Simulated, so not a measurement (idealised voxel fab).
Process module in this document: voxel released beams
It is cross-section cut that appears here, measuring 245 nm in width, its square cells being 5 nm in size.
Cross-section format: a grid of square cells, given as bands from top to bottom; each band is one or more rows of cells. Within each band entry, the heights of the top and of the bottom of the band appear first, in that order and in nm; the materials of the band then follow from left to right, each with its corresponding width in nm. The designation "full width" on a single material indicates that it fills the band from edge to edge; the designation "air" indicates empty space. Height reference: 0 = level under which incoming wafer is all one material. Lowest band: no bottom, runs on downward, e.g. "0 and below". Think of "30->40" as a width that walks from the first number to the second as you go down the band, top row to bottom row, taking equal-sized steps from row to row. No cell of the cross-section changed in a step that is given as "remained the same". This entry, "Sealed cavities", enumerates those empty regions of no fewer than 8 cells that possess no open connection to the top. Each region is reported in the form width x height at distance, the distance being taken from the left edge, with all three quantities expressed in nm. On a step's line, text after the settings is the simulator commenting on that step. The optional step-line setting "overlay nm" applies to steps with a mask and quantifies how far to the right of its planned location the mask lay, a negative value indicating leftward placement.
These are the steps we planned for the process:
step 1: RECEIVE: material Si
step 2: CONFORMAL_DEP: material Al2O3, thk nm 5
step 3: DIRECTIONAL_DEP: material SiO2, thk nm 15
step 4: MASKED_ETCH: tone open, mask id ANCHOR, width nm 25, etch materials SiO2, depth nm 15, overlay nm 0
step 5: CONFORMAL_DEP: material polySi, thk nm 10
step 6: MASKED_ETCH: tone cover, mask id BEAM, width nm 70, etch materials polySi, depth nm 10, overlay nm 0
step 7: STRIP: etch materials SiO2
Incoming wafer, cross-sectional view, post step 1:
> 0 and below: Si full width
> Sealed cavities: none
First of two wafers at the end of the module, shown in cross-section; run carried out as planned:
> 30 down to 20: 85 air, then 15 polySi, then 5 air, then 50 polySi, then 90 air
> 20 down to 15: 90 air, then 10 polySi, then 5 air, then 10 polySi, then 130 air
> 15 down to 5: 90 air, then 25 polySi, then 130 air
> 5 down to 0: Al2O3 full width
> 0 and below: Si full width
> Sealed cavities: none
Here is the second of the two wafers cut open at the end of the module - same start, same plan as the first one, but we made one mistake running it:
> 30 down to 20: 85 air, then 70 polySi, then 90 air
> 20 down to 15: Al2O3 full width
> 15 down to 0: SiO2 full width
> 0 and below: Si full width
> Sealed cavities: none
Here's what went sideways: contrary to the plan, steps 2 and 3 were processed in exchanged order
Wrapping up, a cell-based count of both wafers puts the second over or under the first for these materials: +147 SiO2; -12 polySi
